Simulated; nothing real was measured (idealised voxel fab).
This is a process module. Its name is voxel ribs on slabs.
In the cross-section labelled cut, the width is 145 nm and each square cell is 5 nm.
Notation: cross-section as square-cell grid; stated in bands, top first, going down; one or more cell rows per band. Read a band's entry like this: the first values are the height of its top and the height of its bottom in nm, and what follows is the sequence of materials from left to right, each with its width in nm. Note that "empty" is empty space, and that a single material marked "throughout" reaches across the band from edge to edge. The reference from which all heights are counted is 0, the level beneath which the as-received wafer is entirely one material; the lowest band, having no lower bound, proceeds downward and is written after the example "0 nm and below". Note: "30->40" means the width goes from the first number (top row of the band) to the second number (bottom row) in equal steps per row of cells. A step reported as "remained the same" is a step in which no cell of the cross-section changed. Entry "Closed void catalog". Content: empty spaces with no open connection to the top, size 8 cells or greater. Each: width x height at distance. Distance: from left edge. Unit: nm. It should be noted that, on the line of a given step, the content following the step's settings is a remark produced by the simulator itself with respect to that step. Among the settings permitted on a step's line is "overlay nm"; applied to a step with a mask, it specifies the extent to which the mask lay to the right of its planned position, whereas a negative figure signifies a position to the left.
The process steps that were planned are listed below
1: RECEIVE: material Si
2: DIRECTIONAL_DEP: material SiO2, thk nm 25
3: DIRECTIONAL_DEP: material polySi, thk nm 15
4: DIRECTIONAL_DEP: material aC, thk nm 15
5: PATTERN: tone cover, mask id RIB, material resist, width nm 25, thk nm 35, overlay nm 0
6: DIRECTIONAL_ETCH: etch materials aC, depth nm 15
7: STRIP: etch materials resist
8: DIRECTIONAL_ETCH: etch materials polySi, depth nm 10
9: STRIP: etch materials aC
10: PATTERN: tone cover, mask id SLAB, material resist, width nm 55, thk nm 15, overlay nm 0
11: DIRECTIONAL_ETCH: etch materials polySi, depth nm 5
12: STRIP: etch materials resist
13: FILL_DEP: material SiO2, thk nm 25
14: CMP: height nm 55
15: DIRECTIONAL_DEP: material TiN, thk nm 5
16: DIRECTIONAL_DEP: material aC, thk nm 10
17: PATTERN: tone cover, mask id HEATER, material resist, width nm 35, thk nm 25, overlay nm 0
18: DIRECTIONAL_ETCH: etch materials aC, depth nm 10
19: STRIP: etch materials resist
20: DIRECTIONAL_ETCH: etch materials TiN, depth nm 5
21: STRIP: etch materials aC
22: CONFORMAL_DEP: material SiN, thk nm 10
Cross-section of the wafer upon arrival, representing the state reached after step 1
	0 nm and below: Si throughout
	Closed void catalog: none
Wafer at module end, in section. Began as above, planned as above, run with one mistake
	70 nm to 65 nm: empty 45, SiN 55, empty 45
	65 nm to 60 nm: SiN throughout
	60 nm to 55 nm: SiN 55, TiN 35, SiN 55
	55 nm to 40 nm: SiO2 throughout
	40 nm to 30 nm: SiO2 60, polySi 25, SiO2 60
	30 nm to 25 nm: SiO2 40, polySi 55, SiO2 50
	25 nm to 0 nm: SiO2 throughout
	0 nm and below: Si throughout
	Closed void catalog: none
What was the processing mistake? so step 10 ended up running with a different setting than we planned, it ran as PATTERN: tone cover, mask id SLAB, material resist, width nm 55, thk nm 15, overlay nm -5
